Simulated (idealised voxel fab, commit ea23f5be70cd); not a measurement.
Process module under the name voxel transistor to metal
Displayed cross-section: cut, width of 295 nm, square cells sized 5 nm.
Cross-section, as written here: a square-cell grid given band by band from the top down, where a band holds one or more rows of cells.
Top, bottom (nm), then materials left to right with widths (nm); lone material tagged "throughout" fills the whole band edge to edge; "empty" = empty space.
Ref level 0: as-received wafer is one material below here. Bottom band extends down with no lower bound ("0 and below").
So if you see something like "30..40" for the width, read it as the top row of the band sitting at the first number and the bottom row at the second, with every row in between moving by the same amount as the last.
It should be understood that the words "changes: none", when stated for a given step, signify that the cross-section underwent no change in any of its cells during that step.
Reported under the label "Closed internal voids" are the empty spaces having no open way to the top and comprising 8 cells or more; the notation for each is width x height at distance, in which the distance is measured from the left edge and all three values are in nm.
Heads up: the bit after the settings on a step's line is the simulator's remark on that step.
overlay nm: right-of-plan distance of the mask on a masked step; negative values mean left-of-plan.
### Planned process steps
1) RECEIVE (material Si)
2) CONFORMAL_DEP (material SiO2; thk nm 5)
3) CONFORMAL_DEP (material SiN; thk nm 10)
4) PATTERN (tone cover; mask id ACTIVE; material resist; width nm 115; pitch nm 145; thk nm 15; overlay nm 0)
5) DIRECTIONAL_ETCH (etch materials SiN; depth nm 10)
6) DIRECTIONAL_ETCH (etch materials SiO2; depth nm 5)
7) DIRECTIONAL_ETCH (etch materials Si; depth nm 20)
8) STRIP (etch materials resist)
9) OXIDIZE (depth nm 5)
10) FILL_DEP (material SiO2; thk nm 5)
11) CMP (height nm 15)
12) SELECTIVE_ETCH (etch materials SiO2; depth nm 10)
13) STRIP (etch materials SiN)
14) SELECTIVE_ETCH (etch materials SiO2; depth nm 5)
15) OXIDIZE (depth nm 5)
16) DIRECTIONAL_DEP (material polySi; thk nm 30)
17) DIRECTIONAL_DEP (material SiCN; thk nm 10)
18) DIRECTIONAL_DEP (material aC; thk nm 10)
19) PATTERN (tone cover; mask id GATE; material resist; width nm 35; pitch nm 145; thk nm 25; overlay nm 0)
20) DIRECTIONAL_ETCH (etch materials aC; depth nm 10)
21) STRIP (etch materials resist)
22) DIRECTIONAL_ETCH (etch materials SiCN; depth nm 20)
23) DIRECTIONAL_ETCH (etch materials polySi; depth nm 40)
24) STRIP (etch materials aC)
25) CONFORMAL_DEP (material SiN; thk nm 10)
26) DIRECTIONAL_ETCH (etch materials SiN; depth nm 10)
27) DIRECTIONAL_ETCH (etch materials SiO2; depth nm 5)
28) EPI (material pSi; thk nm 5)
29) FILL_DEP (material SiO2; thk nm 10)
30) CMP (height nm 30)
31) STRIP (etch materials polySi)
32) SELECTIVE_ETCH (etch materials SiO2; depth nm 5)
33) CONFORMAL_DEP (material HfO2; thk nm 5)
34) CONFORMAL_DEP (material TiN; thk nm 5)
35) FILL_DEP (material W; thk nm 10)
36) CMP (height nm 25)
37) DIRECTIONAL_DEP (material SiO2; thk nm 10)
38) MASKED_ETCH (tone open; mask id CONTACT; width nm 15; etch materials SiO2; depth nm 35; overlay nm 0)
39) CONFORMAL_DEP (material TiN; thk nm 5)
40) FILL_DEP (material Ru; thk nm 5)
41) CMP (height nm 35)
42) DIRECTIONAL_DEP (material TiN; thk nm 5)
43) DIRECTIONAL_DEP (material Ru; thk nm 15)
44) DIRECTIONAL_DEP (material aC; thk nm 15)
45) PATTERN (tone cover; mask id METAL_1; material resist; width nm 15; thk nm 30; overlay nm 0)
46) DIRECTIONAL_ETCH (etch materials aC; depth nm 15)
47) STRIP (etch materials resist)
48) DIRECTIONAL_ETCH (etch materials Ru; depth nm 15)
49) DIRECTIONAL_ETCH (etch materials TiN; depth nm 5)
50) STRIP (etch materials aC)
51) CONFORMAL_DEP (material SiN; thk nm 5)
52) FILL_DEP (material lowk; thk nm 5)
53) CMP (height nm 55)
54) CONFORMAL_DEP (material SiN; thk nm 5)
### Concerning the first of two wafers, which was run in accordance with the plan
### Cross-section: wafer on arrival = after step 1
- 0 and below | Si throughout
- Closed internal voids: none
### after step 2
- 5 down to 0 | SiO2 throughout
- Below 0, the layers are the same as they were.
### after step 3
- 15 down to 5 | SiN throughout
- Below 5, the layers are the same as they were.
### after step 4
- 30 down to 15 | empty 15 nm; resist 115 nm; empty 30 nm; resist 115 nm; empty 20 nm
- Below 15, the layers are the same as they were.
### after step 5
- 30 down to 15 | empty 15 nm; resist 115 nm; empty 30 nm; resist 115 nm; empty 20 nm
- 15 down to 5 | empty 15 nm; SiN 115 nm; empty 30 nm; SiN 115 nm; empty 20 nm
- Below 5, the layers are the same as they were.
### after step 6
- 30 down to 15 | empty 15 nm; resist 115 nm; empty 30 nm; resist 115 nm; empty 20 nm
- 15 down to 5 | empty 15 nm; SiN 115 nm; empty 30 nm; SiN 115 nm; empty 20 nm
- 5 down to 0 | empty 15 nm; SiO2 115 nm; empty 30 nm; SiO2 115 nm; empty 20 nm
- Below 0, the layers are the same as they were.
### after step 7
- 30 down to 15 | empty 15 nm; resist 115 nm; empty 30 nm; resist 115 nm; empty 20 nm
- 15 down to 5 | empty 15 nm; SiN 115 nm; empty 30 nm; SiN 115 nm; empty 20 nm
- 5 down to 0 | empty 15 nm; SiO2 115 nm; empty 30 nm; SiO2 115 nm; empty 20 nm
- 0 down to -20 | empty 15 nm; Si 115 nm; empty 30 nm; Si 115 nm; empty 20 nm
- Below -20, the layers are the same as they were.
### after step 8
- 15 down to 5 | empty 15 nm; SiN 115 nm; empty 30 nm; SiN 115 nm; empty 20 nm
- Below 5, the layers are the same as they were.
### after step 9
- 15 down to 5 | empty 15 nm; SiN 115 nm; empty 30 nm; SiN 115 nm; empty 20 nm
- 5 down to 0 | empty 15 nm; SiO2 115 nm; empty 30 nm; SiO2 115 nm; empty 20 nm
- 0 down to -20 | empty 15 nm; SiO2 5 nm; Si 105 nm; SiO2 5 nm; empty 30 nm; SiO2 5 nm; Si 105 nm; SiO2 5 nm; empty 20 nm
- -20 down to -25 | SiO2 20 nm; Si 105 nm; SiO2 40 nm; Si 105 nm; SiO2 25 nm
- Below -25, the layers are the same as they were.
### after step 10
- 20 down to 15 | SiO2 throughout
- 15 down to 5 | SiO2 15 nm; SiN 115 nm; SiO2 30 nm; SiN 115 nm; SiO2 20 nm
- 5 down to 0 | SiO2 throughout
- 0 down to -25 | SiO2 20 nm; Si 105 nm; SiO2 40 nm; Si 105 nm; SiO2 25 nm
- Below -25, the layers are the same as they were.
### after step 11
- 15 down to 5 | SiO2 15 nm; SiN 115 nm; SiO2 30 nm; SiN 115 nm; SiO2 20 nm
- Below 5, the layers are the same as they were.
### after step 12
- 15 down to 5 | empty 15 nm; SiN 115 nm; empty 30 nm; SiN 115 nm; empty 20 nm
- Below 5, the layers are the same as they were.
### after step 13
- 5 down to 0 | SiO2 throughout
- Below 0, the layers are the same as they were.
### after step 14
- 0 down to -25 | SiO2 20 nm; Si 105 nm; SiO2 40 nm; Si 105 nm; SiO2 25 nm
- Below -25, the layers are the same as they were.
### after step 15
- 0 down to -5 | SiO2 throughout
- Below -5, the layers are the same as they were.
### after step 16
- 30 down to 0 | polySi throughout
- Below 0, the layers are the same as they were.
### after step 17
- 40 down to 30 | SiCN throughout
- Below 30, the layers are the same as they were.
### after step 18
- 50 down to 40 | aC throughout
- Below 40, the layers are the same as they were.
### after step 19
- 75 down to 50 | empty 55 nm; resist 35 nm; empty 110 nm; resist 35 nm; empty 60 nm
- Below 50, the layers are the same as they were.
### after step 20
- 65 down to 50 | empty 55 nm; resist 35 nm; empty 110 nm; resist 35 nm; empty 60 nm
- 50 down to 40 | empty 55 nm; aC 35 nm; empty 110 nm; aC 35 nm; empty 60 nm
- Below 40, the layers are the same as they were.
### after step 21
- 50 down to 40 | empty 55 nm; aC 35 nm; empty 110 nm; aC 35 nm; empty 60 nm
- Below 40, the layers are the same as they were.
### after step 22
- 50 down to 40 | empty 55 nm; aC 35 nm; empty 110 nm; aC 35 nm; empty 60 nm
- 40 down to 30 | empty 55 nm; SiCN 35 nm; empty 110 nm; SiCN 35 nm; empty 60 nm
- Below 30, the layers are the same as they were.
### after step 23
- 50 down to 40 | empty 55 nm; aC 35 nm; empty 110 nm; aC 35 nm; empty 60 nm
- 40 down to 30 | empty 55 nm; SiCN 35 nm; empty 110 nm; SiCN 35 nm; empty 60 nm
- 30 down to 0 | empty 55 nm; polySi 35 nm; empty 110 nm; polySi 35 nm; empty 60 nm
- Below 0, the layers are the same as they were.
### after step 24
- 40 down to 30 | empty 55 nm; SiCN 35 nm; empty 110 nm; SiCN 35 nm; empty 60 nm
- Below 30, the layers are the same as they were.
### after step 25
- 50 down to 40 | empty 45 nm; SiN 55 nm; empty 90 nm; SiN 55 nm; empty 50 nm
- 40 down to 30 | empty 45 nm; SiN 10 nm; SiCN 35 nm; SiN 10 nm; empty 90 nm; SiN 10 nm; SiCN 35 nm; SiN 10 nm; empty 50 nm
- 30 down to 10 | empty 45 nm; SiN 10 nm; polySi 35 nm; SiN 10 nm; empty 90 nm; SiN 10 nm; polySi 35 nm; SiN 10 nm; empty 50 nm
- 10 down to 0 | SiN 55 nm; polySi 35 nm; SiN 110 nm; polySi 35 nm; SiN 60 nm
- Below 0, the layers are the same as they were.
### after step 26
- 40 down to 30 | empty 45 nm; SiN 10 nm; SiCN 35 nm; SiN 10 nm; empty 90 nm; SiN 10 nm; SiCN 35 nm; SiN 10 nm; empty 50 nm
- 30 down to 0 | empty 45 nm; SiN 10 nm; polySi 35 nm; SiN 10 nm; empty 90 nm; SiN 10 nm; polySi 35 nm; SiN 10 nm; empty 50 nm
- Below 0, the layers are the same as they were.
### after step 27
- 40 down to 30 | empty 45 nm; SiN 10 nm; SiCN 35 nm; SiN 10 nm; empty 90 nm; SiN 10 nm; SiCN 35 nm; SiN 10 nm; empty 50 nm
- 30 down to 0 | empty 45 nm; SiN 10 nm; polySi 35 nm; SiN 10 nm; empty 90 nm; SiN 10 nm; polySi 35 nm; SiN 10 nm; empty 50 nm
- 0 down to -5 | empty 45 nm; SiO2 55 nm; empty 90 nm; SiO2 55 nm; empty 50 nm
- Below -5, the layers are the same as they were.
### after step 28
- 40 down to 30 | empty 45 nm; SiN 10 nm; SiCN 35 nm; SiN 10 nm; empty 90 nm; SiN 10 nm; SiCN 35 nm; SiN 10 nm; empty 50 nm
- 30 down to 0 | empty 45 nm; SiN 10 nm; polySi 35 nm; SiN 10 nm; empty 90 nm; SiN 10 nm; polySi 35 nm; SiN 10 nm; empty 50 nm
- 0 down to -5 | empty 15 nm; pSi 30 nm; SiO2 55 nm; pSi 30 nm; empty 30 nm; pSi 30 nm; SiO2 55 nm; pSi 30 nm; empty 20 nm
- Below -5, the layers are the same as they were.
### after step 29
- 50 down to 40 | SiO2 throughout
- 40 down to 30 | SiO2 45 nm; SiN 10 nm; SiCN 35 nm; SiN 10 nm; SiO2 90 nm; SiN 10 nm; SiCN 35 nm; SiN 10 nm; SiO2 50 nm
- 30 down to 0 | SiO2 45 nm; SiN 10 nm; polySi 35 nm; SiN 10 nm; SiO2 90 nm; SiN 10 nm; polySi 35 nm; SiN 10 nm; SiO2 50 nm
- 0 down to -5 | SiO2 15 nm; pSi 30 nm; SiO2 55 nm; pSi 30 nm; SiO2 30 nm; pSi 30 nm; SiO2 55 nm; pSi 30 nm; SiO2 20 nm
- Below -5, the layers are the same as they were.
### after step 30
- 30 down to 0 | SiO2 45 nm; SiN 10 nm; polySi 35 nm; SiN 10 nm; SiO2 90 nm; SiN 10 nm; polySi 35 nm; SiN 10 nm; SiO2 50 nm
- Below 0, the layers are the same as they were.
### after step 31
- 30 down to 0 | SiO2 45 nm; SiN 10 nm; empty 35 nm; SiN 10 nm; SiO2 90 nm; SiN 10 nm; empty 35 nm; SiN 10 nm; SiO2 50 nm
- Below 0, the layers are the same as they were.
### after step 32
- 30 down to 25 | empty 45 nm; SiN 10 nm; empty 35 nm; SiN 10 nm; empty 90 nm; SiN 10 nm; empty 35 nm; SiN 10 nm; empty 50 nm
- 25 down to 0 | SiO2 45 nm; SiN 10 nm; empty 35 nm; SiN 10 nm; SiO2 90 nm; SiN 10 nm; empty 35 nm; SiN 10 nm; SiO2 50 nm
- 0 down to -5 | SiO2 15 nm; pSi 30 nm; SiO2 5 nm; empty 45 nm; SiO2 5 nm; pSi 30 nm; SiO2 30 nm; pSi 30 nm; SiO2 5 nm; empty 45 nm; SiO2 5 nm; pSi 30 nm; SiO2 20 nm
- Below -5, the layers are the same as they were.
### after step 33
- 35 down to 30 | empty 40 nm; HfO2 20 nm; empty 25 nm; HfO2 20 nm; empty 80 nm; HfO2 20 nm; empty 25 nm; HfO2 20 nm; empty 45 nm
- 30 down to 25 | HfO2 45 nm; SiN 10 nm; HfO2 5 nm; empty 25 nm; HfO2 5 nm; SiN 10 nm; HfO2 90 nm; SiN 10 nm; HfO2 5 nm; empty 25 nm; HfO2 5 nm; SiN 10 nm; HfO2 50 nm
- 25 down to 0 | SiO2 45 nm; SiN 10 nm; HfO2 5 nm; empty 25 nm; HfO2 5 nm; SiN 10 nm; SiO2 90 nm; SiN 10 nm; HfO2 5 nm; empty 25 nm; HfO2 5 nm; SiN 10 nm; SiO2 50 nm
- 0 down to -5 | SiO2 15 nm; pSi 30 nm; SiO2 5 nm; HfO2 45 nm; SiO2 5 nm; pSi 30 nm; SiO2 30 nm; pSi 30 nm; SiO2 5 nm; HfO2 45 nm; SiO2 5 nm; pSi 30 nm; SiO2 20 nm
- Below -5, the layers are the same as they were.
### after step 34
- 40 down to 35 | empty 35 nm; TiN 30 nm; empty 15 nm; TiN 30 nm; empty 70 nm; TiN 30 nm; empty 15 nm; TiN 30 nm; empty 40 nm
- 35 down to 30 | TiN 40 nm; HfO2 20 nm; TiN 5 nm; empty 15 nm; TiN 5 nm; HfO2 20 nm; TiN 80 nm; HfO2 20 nm; TiN 5 nm; empty 15 nm; TiN 5 nm; HfO2 20 nm; TiN 45 nm
- 30 down to 25 | HfO2 45 nm; SiN 10 nm; HfO2 5 nm; TiN 5 nm; empty 15 nm; TiN 5 nm; HfO2 5 nm; SiN 10 nm; HfO2 90 nm; SiN 10 nm; HfO2 5 nm; TiN 5 nm; empty 15 nm; TiN 5 nm; HfO2 5 nm; SiN 10 nm; HfO2 50 nm
- 25 down to 5 | SiO2 45 nm; SiN 10 nm; HfO2 5 nm; TiN 5 nm; empty 15 nm; TiN 5 nm; HfO2 5 nm; SiN 10 nm; SiO2 90 nm; SiN 10 nm; HfO2 5 nm; TiN 5 nm; empty 15 nm; TiN 5 nm; HfO2 5 nm; SiN 10 nm; SiO2 50 nm
- 5 down to 0 | SiO2 45 nm; SiN 10 nm; HfO2 5 nm; TiN 25 nm; HfO2 5 nm; SiN 10 nm; SiO2 90 nm; SiN 10 nm; HfO2 5 nm; TiN 25 nm; HfO2 5 nm; SiN 10 nm; SiO2 50 nm
- Below 0, the layers are the same as they were.
### after step 35
- 50 down to 40 | W throughout
- 40 down to 35 | W 35 nm; TiN 30 nm; W 15 nm; TiN 30 nm; W 70 nm; TiN 30 nm; W 15 nm; TiN 30 nm; W 40 nm
- 35 down to 30 | TiN 40 nm; HfO2 20 nm; TiN 5 nm; W 15 nm; TiN 5 nm; HfO2 20 nm; TiN 80 nm; HfO2 20 nm; TiN 5 nm; W 15 nm; TiN 5 nm; HfO2 20 nm; TiN 45 nm
- 30 down to 25 | HfO2 45 nm; SiN 10 nm; HfO2 5 nm; TiN 5 nm; W 15 nm; TiN 5 nm; HfO2 5 nm; SiN 10 nm; HfO2 90 nm; SiN 10 nm; HfO2 5 nm; TiN 5 nm; W 15 nm; TiN 5 nm; HfO2 5 nm; SiN 10 nm; HfO2 50 nm
- 25 down to 5 | SiO2 45 nm; SiN 10 nm; HfO2 5 nm; TiN 5 nm; W 15 nm; TiN 5 nm; HfO2 5 nm; SiN 10 nm; SiO2 90 nm; SiN 10 nm; HfO2 5 nm; TiN 5 nm; W 15 nm; TiN 5 nm; HfO2 5 nm; SiN 10 nm; SiO2 50 nm
- Below 5, the layers are the same as they were.
### after step 36
- 25 down to 5 | SiO2 45 nm; SiN 10 nm; HfO2 5 nm; TiN 5 nm; W 15 nm; TiN 5 nm; HfO2 5 nm; SiN 10 nm; SiO2 90 nm; SiN 10 nm; HfO2 5 nm; TiN 5 nm; W 15 nm; TiN 5 nm; HfO2 5 nm; SiN 10 nm; SiO2 50 nm
- Below 5, the layers are the same as they were.
### after step 37
- 35 down to 25 | SiO2 throughout
- Below 25, the layers are the same as they were.
### after step 38
- 35 down to 25 | SiO2 25 nm; empty 15 nm; SiO2 65 nm; empty 15 nm; SiO2 50 nm; empty 15 nm; SiO2 65 nm; empty 15 nm; SiO2 30 nm
- 25 down to 5 | SiO2 25 nm; empty 15 nm; SiO2 5 nm; SiN 10 nm; HfO2 5 nm; TiN 5 nm; W 15 nm; TiN 5 nm; HfO2 5 nm; SiN 10 nm; SiO2 5 nm; empty 15 nm; SiO2 50 nm; empty 15 nm; SiO2 5 nm; SiN 10 nm; HfO2 5 nm; TiN 5 nm; W 15 nm; TiN 5 nm; HfO2 5 nm; SiN 10 nm; SiO2 5 nm; empty 15 nm; SiO2 30 nm
- 5 down to 0 | SiO2 25 nm; empty 15 nm; SiO2 5 nm; SiN 10 nm; HfO2 5 nm; TiN 25 nm; HfO2 5 nm; SiN 10 nm; SiO2 5 nm; empty 15 nm; SiO2 50 nm; empty 15 nm; SiO2 5 nm; SiN 10 nm; HfO2 5 nm; TiN 25 nm; HfO2 5 nm; SiN 10 nm; SiO2 5 nm; empty 15 nm; SiO2 30 nm
- Below 0, the layers are the same as they were.
### after step 39
- 40 down to 35 | TiN 30 nm; empty 5 nm; TiN 75 nm; empty 5 nm; TiN 60 nm; empty 5 nm; TiN 75 nm; empty 5 nm; TiN 35 nm
- 35 down to 25 | SiO2 25 nm; TiN 5 nm; empty 5 nm; TiN 5 nm; SiO2 65 nm; TiN 5 nm; empty 5 nm; TiN 5 nm; SiO2 50 nm; TiN 5 nm; empty 5 nm; TiN 5 nm; SiO2 65 nm; TiN 5 nm; empty 5 nm; TiN 5 nm; SiO2 30 nm
- 25 down to 5 | SiO2 25 nm; TiN 5 nm; empty 5 nm; TiN 5 nm; SiO2 5 nm; SiN 10 nm; HfO2 5 nm; TiN 5 nm; W 15 nm; TiN 5 nm; HfO2 5 nm; SiN 10 nm; SiO2 5 nm; TiN 5 nm; empty 5 nm; TiN 5 nm; SiO2 50 nm; TiN 5 nm; empty 5 nm; TiN 5 nm; SiO2 5 nm; SiN 10 nm; HfO2 5 nm; TiN 5 nm; W 15 nm; TiN 5 nm; HfO2 5 nm; SiN 10 nm; SiO2 5 nm; TiN 5 nm; empty 5 nm; TiN 5 nm; SiO2 30 nm
- 5 down to 0 | SiO2 25 nm; TiN 15 nm; SiO2 5 nm; SiN 10 nm; HfO2 5 nm; TiN 25 nm; HfO2 5 nm; SiN 10 nm; SiO2 5 nm; TiN 15 nm; SiO2 50 nm; TiN 15 nm; SiO2 5 nm; SiN 10 nm; HfO2 5 nm; TiN 25 nm; HfO2 5 nm; SiN 10 nm; SiO2 5 nm; TiN 15 nm; SiO2 30 nm
- Below 0, the layers are the same as they were.
### after step 40
- 45 down to 40 | Ru throughout
- 40 down to 35 | TiN 30 nm; Ru 5 nm; TiN 75 nm; Ru 5 nm; TiN 60 nm; Ru 5 nm; TiN 75 nm; Ru 5 nm; TiN 35 nm
- 35 down to 25 | SiO2 25 nm; TiN 5 nm; Ru 5 nm; TiN 5 nm; SiO2 65 nm; TiN 5 nm; Ru 5 nm; TiN 5 nm; SiO2 50 nm; TiN 5 nm; Ru 5 nm; TiN 5 nm; SiO2 65 nm; TiN 5 nm; Ru 5 nm; TiN 5 nm; SiO2 30 nm
- 25 down to 5 | SiO2 25 nm; TiN 5 nm; Ru 5 nm; TiN 5 nm; SiO2 5 nm; SiN 10 nm; HfO2 5 nm; TiN 5 nm; W 15 nm; TiN 5 nm; HfO2 5 nm; SiN 10 nm; SiO2 5 nm; TiN 5 nm; Ru 5 nm; TiN 5 nm; SiO2 50 nm; TiN 5 nm; Ru 5 nm; TiN 5 nm; SiO2 5 nm; SiN 10 nm; HfO2 5 nm; TiN 5 nm; W 15 nm; TiN 5 nm; HfO2 5 nm; SiN 10 nm; SiO2 5 nm; TiN 5 nm; Ru 5 nm; TiN 5 nm; SiO2 30 nm
- Below 5, the layers are the same as they were.
### after step 41
- 35 down to 25 | SiO2 25 nm; TiN 5 nm; Ru 5 nm; TiN 5 nm; SiO2 65 nm; TiN 5 nm; Ru 5 nm; TiN 5 nm; SiO2 50 nm; TiN 5 nm; Ru 5 nm; TiN 5 nm; SiO2 65 nm; TiN 5 nm; Ru 5 nm; TiN 5 nm; SiO2 30 nm
- Below 25, the layers are the same as they were.
### after step 42
- 40 down to 35 | TiN throughout
- Below 35, the layers are the same as they were.
### after step 43
- 55 down to 40 | Ru throughout
- Below 40, the layers are the same as they were.
### after step 44
- 70 down to 55 | aC throughout
- Below 55, the layers are the same as they were.
### after step 45
- 100 down to 70 | empty 25 nm; resist 15 nm; empty 65 nm; resist 15 nm; empty 50 nm; resist 15 nm; empty 65 nm; resist 15 nm; empty 30 nm
- Below 70, the layers are the same as they were.
### after step 46
- 85 down to 70 | empty 25 nm; resist 15 nm; empty 65 nm; resist 15 nm; empty 50 nm; resist 15 nm; empty 65 nm; resist 15 nm; empty 30 nm
- 70 down to 55 | empty 25 nm; aC 15 nm; empty 65 nm; aC 15 nm; empty 50 nm; aC 15 nm; empty 65 nm; aC 15 nm; empty 30 nm
- Below 55, the layers are the same as they were.
### after step 47
- 70 down to 55 | empty 25 nm; aC 15 nm; empty 65 nm; aC 15 nm; empty 50 nm; aC 15 nm; empty 65 nm; aC 15 nm; empty 30 nm
- Below 55, the layers are the same as they were.
### after step 48
- 70 down to 55 | empty 25 nm; aC 15 nm; empty 65 nm; aC 15 nm; empty 50 nm; aC 15 nm; empty 65 nm; aC 15 nm; empty 30 nm
- 55 down to 40 | empty 25 nm; Ru 15 nm; empty 65 nm; Ru 15 nm; empty 50 nm; Ru 15 nm; empty 65 nm; Ru 15 nm; empty 30 nm
- Below 40, the layers are the same as they were.
### after step 49
- 70 down to 55 | empty 25 nm; aC 15 nm; empty 65 nm; aC 15 nm; empty 50 nm; aC 15 nm; empty 65 nm; aC 15 nm; empty 30 nm
- 55 down to 40 | empty 25 nm; Ru 15 nm; empty 65 nm; Ru 15 nm; empty 50 nm; Ru 15 nm; empty 65 nm; Ru 15 nm; empty 30 nm
- 40 down to 35 | empty 25 nm; TiN 15 nm; empty 65 nm; TiN 15 nm; empty 50 nm; TiN 15 nm; empty 65 nm; TiN 15 nm; empty 30 nm
- Below 35, the layers are the same as they were.
### after step 50
- 55 down to 40 | empty 25 nm; Ru 15 nm; empty 65 nm; Ru 15 nm; empty 50 nm; Ru 15 nm; empty 65 nm; Ru 15 nm; empty 30 nm
- Below 40, the layers are the same as they were.
### after step 51
- 60 down to 55 | empty 20 nm; SiN 25 nm; empty 55 nm; SiN 25 nm; empty 40 nm; SiN 25 nm; empty 55 nm; SiN 25 nm; empty 25 nm
- 55 down to 40 | empty 20 nm; SiN 5 nm; Ru 15 nm; SiN 5 nm; empty 55 nm; SiN 5 nm; Ru 15 nm; SiN 5 nm; empty 40 nm; SiN 5 nm; Ru 15 nm; SiN 5 nm; empty 55 nm; SiN 5 nm; Ru 15 nm; SiN 5 nm; empty 25 nm
- 40 down to 35 | SiN 25 nm; TiN 15 nm; SiN 65 nm; TiN 15 nm; SiN 50 nm; TiN 15 nm; SiN 65 nm; TiN 15 nm; SiN 30 nm
- Below 35, the layers are the same as they were.
### after step 52
- 65 down to 60 | lowk throughout
- 60 down to 55 | lowk 20 nm; SiN 25 nm; lowk 55 nm; SiN 25 nm; lowk 40 nm; SiN 25 nm; lowk 55 nm; SiN 25 nm; lowk 25 nm
- 55 down to 40 | lowk 20 nm; SiN 5 nm; Ru 15 nm; SiN 5 nm; lowk 55 nm; SiN 5 nm; Ru 15 nm; SiN 5 nm; lowk 40 nm; SiN 5 nm; Ru 15 nm; SiN 5 nm; lowk 55 nm; SiN 5 nm; Ru 15 nm; SiN 5 nm; lowk 25 nm
- Below 40, the layers are the same as they were.
### after step 53
- 55 down to 40 | lowk 20 nm; SiN 5 nm; Ru 15 nm; SiN 5 nm; lowk 55 nm; SiN 5 nm; Ru 15 nm; SiN 5 nm; lowk 40 nm; SiN 5 nm; Ru 15 nm; SiN 5 nm; lowk 55 nm; SiN 5 nm; Ru 15 nm; SiN 5 nm; lowk 25 nm
- Below 40, the layers are the same as they were.
### after step 54
- 60 down to 55 | SiN throughout
- Below 55, the layers are the same as they were.
### Wafer two of two - same starting point, same process plan, one mistake in execution; matches wafer one up to and including step 44
### Cross-sectional representation of the second wafer at the time designated in the plan for the completion of step 45
- 100 down to 70 | empty 20 nm; resist 25 nm; empty 55 nm; resist 25 nm; empty 40 nm; resist 25 nm; empty 55 nm; resist 25 nm; empty 25 nm
- Below 70, the layers are the same as they were.
### Cross-sectional representation of the second wafer at the time designated in the plan for the completion of step 46
- 85 down to 70 | empty 20 nm; resist 25 nm; empty 55 nm; resist 25 nm; empty 40 nm; resist 25 nm; empty 55 nm; resist 25 nm; empty 25 nm
- 70 down to 55 | empty 20 nm; aC 25 nm; empty 55 nm; aC 25 nm; empty 40 nm; aC 25 nm; empty 55 nm; aC 25 nm; empty 25 nm
- Below 55, the layers are the same as they were.
### Cross-sectional representation of the second wafer at the time designated in the plan for the completion of step 47
- 70 down to 55 | empty 20 nm; aC 25 nm; empty 55 nm; aC 25 nm; empty 40 nm; aC 25 nm; empty 55 nm; aC 25 nm; empty 25 nm
- Below 55, the layers are the same as they were.
### Cross-sectional representation of the second wafer at the time designated in the plan for the completion of step 48
- 70 down to 55 | empty 20 nm; aC 25 nm; empty 55 nm; aC 25 nm; empty 40 nm; aC 25 nm; empty 55 nm; aC 25 nm; empty 25 nm
- 55 down to 40 | empty 20 nm; Ru 25 nm; empty 55 nm; Ru 25 nm; empty 40 nm; Ru 25 nm; empty 55 nm; Ru 25 nm; empty 25 nm
- Below 40, the layers are the same as they were.
### Cross-sectional representation of the second wafer at the time designated in the plan for the completion of step 49
- 70 down to 55 | empty 20 nm; aC 25 nm; empty 55 nm; aC 25 nm; empty 40 nm; aC 25 nm; empty 55 nm; aC 25 nm; empty 25 nm
- 55 down to 40 | empty 20 nm; Ru 25 nm; empty 55 nm; Ru 25 nm; empty 40 nm; Ru 25 nm; empty 55 nm; Ru 25 nm; empty 25 nm
- 40 down to 35 | empty 20 nm; TiN 25 nm; empty 55 nm; TiN 25 nm; empty 40 nm; TiN 25 nm; empty 55 nm; TiN 25 nm; empty 25 nm
- Below 35, the layers are the same as they were.
### Cross-sectional representation of the second wafer at the time designated in the plan for the completion of step 50
- 55 down to 40 | empty 20 nm; Ru 25 nm; empty 55 nm; Ru 25 nm; empty 40 nm; Ru 25 nm; empty 55 nm; Ru 25 nm; empty 25 nm
- Below 40, the layers are the same as they were.
### Cross-sectional representation of the second wafer at the time designated in the plan for the completion of step 51
- 60 down to 55 | empty 15 nm; SiN 35 nm; empty 45 nm; SiN 35 nm; empty 30 nm; SiN 35 nm; empty 45 nm; SiN 35 nm; empty 20 nm
- 55 down to 40 | empty 15 nm; SiN 5 nm; Ru 25 nm; SiN 5 nm; empty 45 nm; SiN 5 nm; Ru 25 nm; SiN 5 nm; empty 30 nm; SiN 5 nm; Ru 25 nm; SiN 5 nm; empty 45 nm; SiN 5 nm; Ru 25 nm; SiN 5 nm; empty 20 nm
- 40 down to 35 | SiN 20 nm; TiN 25 nm; SiN 55 nm; TiN 25 nm; SiN 40 nm; TiN 25 nm; SiN 55 nm; TiN 25 nm; SiN 25 nm
- Below 35, the layers are the same as they were.
### Cross-sectional representation of the second wafer at the time designated in the plan for the completion of step 52
- 65 down to 60 | lowk throughout
- 60 down to 55 | lowk 15 nm; SiN 35 nm; lowk 45 nm; SiN 35 nm; lowk 30 nm; SiN 35 nm; lowk 45 nm; SiN 35 nm; lowk 20 nm
- 55 down to 40 | lowk 15 nm; SiN 5 nm; Ru 25 nm; SiN 5 nm; lowk 45 nm; SiN 5 nm; Ru 25 nm; SiN 5 nm; lowk 30 nm; SiN 5 nm; Ru 25 nm; SiN 5 nm; lowk 45 nm; SiN 5 nm; Ru 25 nm; SiN 5 nm; lowk 20 nm
- Below 40, the layers are the same as they were.
### Cross-sectional representation of the second wafer at the time designated in the plan for the completion of step 53
- 55 down to 40 | lowk 15 nm; SiN 5 nm; Ru 25 nm; SiN 5 nm; lowk 45 nm; SiN 5 nm; Ru 25 nm; SiN 5 nm; lowk 30 nm; SiN 5 nm; Ru 25 nm; SiN 5 nm; lowk 45 nm; SiN 5 nm; Ru 25 nm; SiN 5 nm; lowk 20 nm
- Below 40, the layers are the same as they were.
### Cross-sectional representation of the second wafer at the time designated in the plan for the completion of step 54
- 60 down to 55 | SiN throughout
- Below 55, the layers are the same as they were.
It is concluded that the wafer was processed incorrectly with respect to the plan, in that off-plan run, step 45, actual operation and settings PATTERN (tone cover; mask id METAL_1; material resist; width nm 25; thk nm 30; overlay nm 0)
Wafer comparison, final, in cells, second relative to first, materials more or fewer: Ru: 24 more, SiN: 8 fewer, TiN: 8 more, lowk: 24 fewer
